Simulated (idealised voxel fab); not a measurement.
Process module, titled voxel capacitor over wiring
Pictured: cross-section cut, 150 nm wide, on a grid of 5 nm square cells.
Cross-section spec: square-cell grid; bands listed top down; each band is one or more rows. Band entry format. Leading values: height of top, height of bottom, nm. Remainder: materials in left-to-right order, each with its width in nm. Special words: "everywhere" on a single material, which then fills the band edge to edge; "blank", empty space. Convention: height 0 is the level below which the wafer, as received, is all one material. The lowest band does not terminate at the bottom but continues downward, represented as "0 down". The notation "30 to 40" denotes a width that varies across the rows of cells in the band, beginning at the first number in the top row, finishing at the second number in the bottom row, and changing by an identical amount from each row to the next. Reading "no modification" for a step: not a cell of the cross-section changed in it. Basically, "Closed void catalog" tells you about the enclosed voids: empty spaces with no open way to the top, 8 cells or bigger, each written width x height at distance, where distance is from the left edge, all in nm. Post-settings text on a step line: simulator's own remark regarding the step. "overlay nm" on a masked step: distance the mask lay right of its planned place, negative for left.

This section lists the process steps that were planned:
1 RECEIVE with material Si
2 CONFORMAL_DEP with material SiO2, thk nm 15
3 CONFORMAL_DEP with material SiN, thk nm 5
4 DIRECTIONAL_DEP with material lowk, thk nm 25
5 PATTERN with tone open, mask id METAL_1, material resist, width nm 25, pitch nm 95, thk nm 20, overlay nm 0
6 DIRECTIONAL_ETCH with etch materials lowk, depth nm 25
7 DIRECTIONAL_ETCH with etch materials SiN, depth nm 5
8 STRIP with etch materials resist
9 CONFORMAL_DEP with material TiN, thk nm 5
10 FILL_DEP with material Cu, thk nm 10
11 CMP with height nm 45
12 CONFORMAL_DEP with material SiCN, thk nm 5
13 DIRECTIONAL_DEP with material lowk, thk nm 20
14 DIRECTIONAL_DEP with material aC, thk nm 15
15 PATTERN with tone open, mask id PLUG_1, material resist, width nm 15, thk nm 35, overlay nm 0
16 DIRECTIONAL_ETCH with etch materials aC, depth nm 15
17 STRIP with etch materials resist
18 DIRECTIONAL_ETCH with etch materials lowk, depth nm 20
19 DIRECTIONAL_ETCH with etch materials SiCN, depth nm 5
20 STRIP with etch materials aC
21 CONFORMAL_DEP with material TiN, thk nm 5
22 FILL_DEP with material Ru, thk nm 10
23 CMP with height nm 70
24 DIRECTIONAL_DEP with material TiN, thk nm 5
25 DIRECTIONAL_DEP with material Al2O3, thk nm 5
26 DIRECTIONAL_DEP with material TiN, thk nm 10
27 DIRECTIONAL_DEP with material aC, thk nm 10
28 PATTERN with tone cover, mask id UPPER_PLATE, material resist, width nm 75, thk nm 30, overlay nm 0
29 DIRECTIONAL_ETCH with etch materials aC, depth nm 10
30 STRIP with etch materials resist
31 DIRECTIONAL_ETCH with etch materials TiN, depth nm 10
32 DIRECTIONAL_ETCH with etch materials Al2O3, depth nm 5
33 STRIP with etch materials aC
34 MASKED_ETCH with tone cover, mask id LOWER_PLATE, width nm 85, etch materials TiN, depth nm 5, overlay nm 0
35 FILL_DEP with material SiO2, thk nm 20
36 CMP with height nm 105
37 DIRECTIONAL_DEP with material aC, thk nm 15
38 PATTERN with tone open, mask id PLUG_2, material resist, width nm 15, thk nm 30, overlay nm 0
39 DIRECTIONAL_ETCH with etch materials aC, depth nm 15
40 STRIP with etch materials resist
41 DIRECTIONAL_ETCH with etch materials SiO2, depth nm 15
42 STRIP with etch materials aC
43 CONFORMAL_DEP with material TiN, thk nm 5
44 FILL_DEP with material Cu, thk nm 10
45 CMP with height nm 105
46 CONFORMAL_DEP with material SiN, thk nm 5

The first of two wafers, run as planned:

This is the cross-section of the wafer as we received it, i.e. after step 1:
* 0 down: Si everywhere
* Closed void catalog: none

You're looking at a cross-section of the wafer after step 2:
* 15 to 0: SiO2 everywhere
* Below 0, no change.

You're looking at a cross-section of the wafer after step 3:
* 20 to 15: SiN everywhere
* Below 15, no change.

You're looking at a cross-section of the wafer after step 4:
* 45 to 20: lowk everywhere
* Below 20, no change.

You're looking at a cross-section of the wafer after step 5:
* 65 to 45: resist (15) | blank (25) | resist (70) | blank (25) | resist (15)
* Below 45, no change.

You're looking at a cross-section of the wafer after step 6:
* 65 to 45: resist (15) | blank (25) | resist (70) | blank (25) | resist (15)
* 45 to 20: lowk (15) | blank (25) | lowk (70) | blank (25) | lowk (15)
* Below 20, no change.

You're looking at a cross-section of the wafer after step 7:
* 65 to 45: resist (15) | blank (25) | resist (70) | blank (25) | resist (15)
* 45 to 20: lowk (15) | blank (25) | lowk (70) | blank (25) | lowk (15)
* 20 to 15: SiN (15) | blank (25) | SiN (70) | blank (25) | SiN (15)
* Below 15, no change.

You're looking at a cross-section of the wafer after step 8:
* 45 to 20: lowk (15) | blank (25) | lowk (70) | blank (25) | lowk (15)
* Below 20, no change.

You're looking at a cross-section of the wafer after step 9:
* 50 to 45: TiN (20) | blank (15) | TiN (80) | blank (15) | TiN (20)
* 45 to 20: lowk (15) | TiN (5) | blank (15) | TiN (5) | lowk (70) | TiN (5) | blank (15) | TiN (5) | lowk (15)
* 20 to 15: SiN (15) | TiN (25) | SiN (70) | TiN (25) | SiN (15)
* Below 15, no change.

You're looking at a cross-section of the wafer after step 10:
* 60 to 50: Cu everywhere
* 50 to 45: TiN (20) | Cu (15) | TiN (80) | Cu (15) | TiN (20)
* 45 to 20: lowk (15) | TiN (5) | Cu (15) | TiN (5) | lowk (70) | TiN (5) | Cu (15) | TiN (5) | lowk (15)
* Below 20, no change.

You're looking at a cross-section of the wafer after step 11:
* 45 to 20: lowk (15) | TiN (5) | Cu (15) | TiN (5) | lowk (70) | TiN (5) | Cu (15) | TiN (5) | lowk (15)
* Below 20, no change.

You're looking at a cross-section of the wafer after step 12:
* 50 to 45: SiCN everywhere
* Below 45, no change.

You're looking at a cross-section of the wafer after step 13:
* 70 to 50: lowk everywhere
* Below 50, no change.

You're looking at a cross-section of the wafer after step 14:
* 85 to 70: aC everywhere
* Below 70, no change.

You're looking at a cross-section of the wafer after step 15:
* 120 to 85: resist (25) | blank (15) | resist (110)
* Below 85, no change.

You're looking at a cross-section of the wafer after step 16:
* 105 to 85: resist (25) | blank (15) | resist (110)
* 85 to 70: aC (25) | blank (15) | aC (110)
* Below 70, no change.

You're looking at a cross-section of the wafer after step 17:
* 85 to 70: aC (25) | blank (15) | aC (110)
* Below 70, no change.

You're looking at a cross-section of the wafer after step 18:
* 85 to 70: aC (25) | blank (15) | aC (110)
* 70 to 50: lowk (25) | blank (15) | lowk (110)
* Below 50, no change.

You're looking at a cross-section of the wafer after step 19:
* 85 to 70: aC (25) | blank (15) | aC (110)
* 70 to 50: lowk (25) | blank (15) | lowk (110)
* 50 to 45: SiCN (25) | blank (15) | SiCN (110)
* Below 45, no change.

You're looking at a cross-section of the wafer after step 20:
* 70 to 50: lowk (25) | blank (15) | lowk (110)
* Below 50, no change.

You're looking at a cross-section of the wafer after step 21:
* 75 to 70: TiN (30) | blank (5) | TiN (115)
* 70 to 50: lowk (25) | TiN (5) | blank (5) | TiN (5) | lowk (110)
* 50 to 45: SiCN (25) | TiN (15) | SiCN (110)
* Below 45, no change.

You're looking at a cross-section of the wafer after step 22:
* 85 to 75: Ru everywhere
* 75 to 70: TiN (30) | Ru (5) | TiN (115)
* 70 to 50: lowk (25) | TiN (5) | Ru (5) | TiN (5) | lowk (110)
* Below 50, no change.

You're looking at a cross-section of the wafer after step 23:
* 70 to 50: lowk (25) | TiN (5) | Ru (5) | TiN (5) | lowk (110)
* Below 50, no change.

You're looking at a cross-section of the wafer after step 24:
* 75 to 70: TiN everywhere
* Below 70, no change.

You're looking at a cross-section of the wafer after step 25:
* 80 to 75: Al2O3 everywhere
* Below 75, no change.

You're looking at a cross-section of the wafer after step 26:
* 90 to 80: TiN everywhere
* Below 80, no change.

You're looking at a cross-section of the wafer after step 27:
* 100 to 90: aC everywhere
* Below 90, no change.

You're looking at a cross-section of the wafer after step 28:
* 130 to 100: blank (25) | resist (75) | blank (50)
* Below 100, no change.

You're looking at a cross-section of the wafer after step 29:
* 120 to 100: blank (25) | resist (75) | blank (50)
* 100 to 90: blank (25) | aC (75) | blank (50)
* Below 90, no change.

You're looking at a cross-section of the wafer after step 30:
* 100 to 90: blank (25) | aC (75) | blank (50)
* Below 90, no change.

You're looking at a cross-section of the wafer after step 31:
* 100 to 90: blank (25) | aC (75) | blank (50)
* 90 to 80: blank (25) | TiN (75) | blank (50)
* Below 80, no change.

You're looking at a cross-section of the wafer after step 32:
* 100 to 90: blank (25) | aC (75) | blank (50)
* 90 to 80: blank (25) | TiN (75) | blank (50)
* 80 to 75: blank (25) | Al2O3 (75) | blank (50)
* Below 75, no change.

You're looking at a cross-section of the wafer after step 33:
* 90 to 80: blank (25) | TiN (75) | blank (50)
* Below 80, no change.

You're looking at a cross-section of the wafer after step 34:
* 90 to 80: blank (25) | TiN (75) | blank (50)
* 80 to 75: blank (25) | Al2O3 (75) | blank (50)
* 75 to 70: blank (20) | TiN (85) | blank (45)
* Below 70, no change.

You're looking at a cross-section of the wafer after step 35:
* 110 to 90: SiO2 everywhere
* 90 to 80: SiO2 (25) | TiN (75) | SiO2 (50)
* 80 to 75: SiO2 (25) | Al2O3 (75) | SiO2 (50)
* 75 to 70: SiO2 (20) | TiN (85) | SiO2 (45)
* Below 70, no change.

You're looking at a cross-section of the wafer after step 36:
* 105 to 90: SiO2 everywhere
* Below 90, no change.

You're looking at a cross-section of the wafer after step 37:
* 120 to 105: aC everywhere
* Below 105, no change.

You're looking at a cross-section of the wafer after step 38:
* 150 to 120: resist (35) | blank (15) | resist (100)
* Below 120, no change.

You're looking at a cross-section of the wafer after step 39:
* 135 to 120: resist (35) | blank (15) | resist (100)
* 120 to 105: aC (35) | blank (15) | aC (100)
* Below 105, no change.

You're looking at a cross-section of the wafer after step 40:
* 120 to 105: aC (35) | blank (15) | aC (100)
* Below 105, no change.

You're looking at a cross-section of the wafer after step 41:
* 120 to 105: aC (35) | blank (15) | aC (100)
* 105 to 90: SiO2 (35) | blank (15) | SiO2 (100)
* Below 90, no change.

You're looking at a cross-section of the wafer after step 42:
* 105 to 90: SiO2 (35) | blank (15) | SiO2 (100)
* Below 90, no change.

You're looking at a cross-section of the wafer after step 43:
* 110 to 105: TiN (40) | blank (5) | TiN (105)
* 105 to 95: SiO2 (35) | TiN (5) | blank (5) | TiN (5) | SiO2 (100)
* 95 to 90: SiO2 (35) | TiN (15) | SiO2 (100)
* Below 90, no change.

You're looking at a cross-section of the wafer after step 44:
* 120 to 110: Cu everywhere
* 110 to 105: TiN (40) | Cu (5) | TiN (105)
* 105 to 95: SiO2 (35) | TiN (5) | Cu (5) | TiN (5) | SiO2 (100)
* Below 95, no change.

You're looking at a cross-section of the wafer after step 45:
* 105 to 95: SiO2 (35) | TiN (5) | Cu (5) | TiN (5) | SiO2 (100)
* Below 95, no change.

You're looking at a cross-section of the wafer after step 46:
* 110 to 105: SiN everywhere
* Below 105, no change.

It is to be noted that the second wafer proceeded from the same initial state and according to the same plan as the first, although one mistake was committed in its execution; through step 37, inclusive, the two wafers share an identical history:

Second wafer, cross-section, planned end of step 38:
* 150 to 120: resist (40) | blank (15) | resist (95)
* Below 120, no change.

Second wafer, cross-section, planned end of step 39:
* 135 to 120: resist (40) | blank (15) | resist (95)
* 120 to 105: aC (40) | blank (15) | aC (95)
* Below 105, no change.

Second wafer, cross-section, planned end of step 40:
* 120 to 105: aC (40) | blank (15) | aC (95)
* Below 105, no change.

Second wafer, cross-section, planned end of step 41:
* 120 to 105: aC (40) | blank (15) | aC (95)
* 105 to 90: SiO2 (40) | blank (15) | SiO2 (95)
* Below 90, no change.

Second wafer, cross-section, planned end of step 42:
* 105 to 90: SiO2 (40) | blank (15) | SiO2 (95)
* Below 90, no change.

Second wafer, cross-section, planned end of step 43:
* 110 to 105: TiN (45) | blank (5) | TiN (100)
* 105 to 95: SiO2 (40) | TiN (5) | blank (5) | TiN (5) | SiO2 (95)
* 95 to 90: SiO2 (40) | TiN (15) | SiO2 (95)
* Below 90, no change.

Second wafer, cross-section, planned end of step 44:
* 120 to 110: Cu everywhere
* 110 to 105: TiN (45) | Cu (5) | TiN (100)
* 105 to 95: SiO2 (40) | TiN (5) | Cu (5) | TiN (5) | SiO2 (95)
* Below 95, no change.

Second wafer, cross-section, planned end of step 45:
* 105 to 95: SiO2 (40) | TiN (5) | Cu (5) | TiN (5) | SiO2 (95)
* Below 95, no change.

Second wafer, cross-section, planned end of step 46:
* 110 to 105: SiN everywhere
* Below 105, no change.
Deviation noted in wafer processing: off-plan run, step 38, actual operation and settings PATTERN with tone open, mask id PLUG_2, material resist, width nm 15, thk nm 30, overlay nm 5
Heads up: at the end the two wafers have identical cell counts per material, they're just laid out differently.
